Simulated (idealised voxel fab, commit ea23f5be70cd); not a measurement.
The following is a process module called voxel capacitor over wiring.
Pictured: cross-section cut, 140 nm wide, on a grid of 5 nm square cells.
Square cells in a grid make up a cross-section in this document, and the grid is given as bands, listed from the top down, each one or more rows of cells.
First you get the band's top height and its bottom height, in nm, and then the materials it's made of, left to right, with each width in nm. If you see a single material with "all across", that one covers the band edge to edge. "air" is empty space.
We count height from 0. Below that, the starting wafer is all one material. The lowest band never ends at the bottom but goes on down; see "0 -> down" for how that is written.
Read "30..40" as a graded width: first number on top, second number at the bottom, same change between each pair of neighbouring rows.
"same as before" -> step changed no cross-section cell.
What "Entrapped voids" gives you is every empty space of 8 cells or more that is cut off from the top. Each appears as width x height at distance, with the distance taken from the left edge and width, height and distance all in nm.
What comes after the settings on a step's line is commentary from the simulator itself on that step.
The line of a step may include "overlay nm". On a step with a mask, this value is how far to the right of its planned place the mask lay. A negative value means the mask lay to the left.
Intended process steps
1: op RECEIVE | material Si
2: op CONFORMAL_DEP | material SiO2 | thk nm 15
3: op DIRECTIONAL_DEP | material TiN | thk nm 5
4: op DIRECTIONAL_DEP | material W | thk nm 25
5: op MASKED_ETCH | tone cover | mask id METAL_1 | width nm 20 | pitch nm 75 | etch materials W | depth nm 25 | overlay nm 0
6: op MASKED_ETCH | tone cover | mask id METAL_1 | width nm 20 | pitch nm 75 | etch materials TiN | depth nm 5 | overlay nm 0
7: op FILL_DEP | material lowk | thk nm 5
8: op CMP | height nm 45
9: op CONFORMAL_DEP | material SiCN | thk nm 5
10: op DIRECTIONAL_DEP | material lowk | thk nm 15
11: op PATTERN | tone open | mask id PLUG_1 | material resist | width nm 15 | thk nm 20 | overlay nm 0
12: op DIRECTIONAL_ETCH | etch materials lowk | depth nm 15
13: op DIRECTIONAL_ETCH | etch materials SiCN | depth nm 5
14: op STRIP | etch materials resist
15: op EPI | material Ru | thk nm 10
16: op EPI | material Ru | thk nm 10
17: op DIRECTIONAL_DEP | material TiN | thk nm 5
18: op DIRECTIONAL_DEP | material SiN | thk nm 5
19: op DIRECTIONAL_DEP | material TiN | thk nm 10
20: op PATTERN | tone cover | mask id UPPER_PLATE | material resist | width nm 60 | thk nm 20 | overlay nm 0
21: op DIRECTIONAL_ETCH | etch materials TiN | depth nm 10
22: op DIRECTIONAL_ETCH | etch materials SiN | depth nm 5
23: op STRIP | etch materials resist
24: op DIRECTIONAL_DEP | material aC | thk nm 10
25: op PATTERN | tone cover | mask id LOWER_PLATE | material resist | width nm 70 | thk nm 30 | overlay nm 0
26: op DIRECTIONAL_ETCH | etch materials aC | depth nm 10
27: op STRIP | etch materials resist
28: op DIRECTIONAL_ETCH | etch materials TiN | depth nm 5
29: op STRIP | etch materials aC
30: op FILL_DEP | material SiO2 | thk nm 15
31: op CMP | height nm 95
32: op MASKED_ETCH | tone open | mask id PLUG_2 | width nm 15 | etch materials SiO2 | depth nm 10 | overlay nm 0
33: op CONFORMAL_DEP | material TiN | thk nm 5
34: op FILL_DEP | material Cu | thk nm 5
35: op CMP | height nm 95
36: op CONFORMAL_DEP | material SiCN | thk nm 5
Heads up: all these wafers start the same, and what changes between them is the thk nm in step 17. The value you see in the plan is just what the first wafer got.
The first of several wafers as received, shown in cross-section; this is its state after step 1
* 0 -> down | Si all across
* Entrapped voids: none
Rows = wafers. At module end, each row lists per material the cells gained (+) or lost (-) since the wafer was received, then the closed voids
thk nm 5, +1 Cu, +12 Ru, +53 SiCN, +12 SiN, +196 SiO2, +51 TiN, +40 W, +195 lowk, Entrapped voids: none
thk nm 10, +12 Ru, +53 SiCN, +12 SiN, +171 SiO2, +77 TiN, +40 W, +195 lowk, Entrapped voids: none
thk nm 15, +12 Ru, +53 SiCN, +12 SiN, +146 SiO2, +102 TiN, +40 W, +195 lowk, Entrapped voids: none
thk nm 20, +12 Ru, +53 SiCN, +12 SiN, +130 SiO2, +118 TiN, +40 W, +195 lowk, Entrapped voids: none
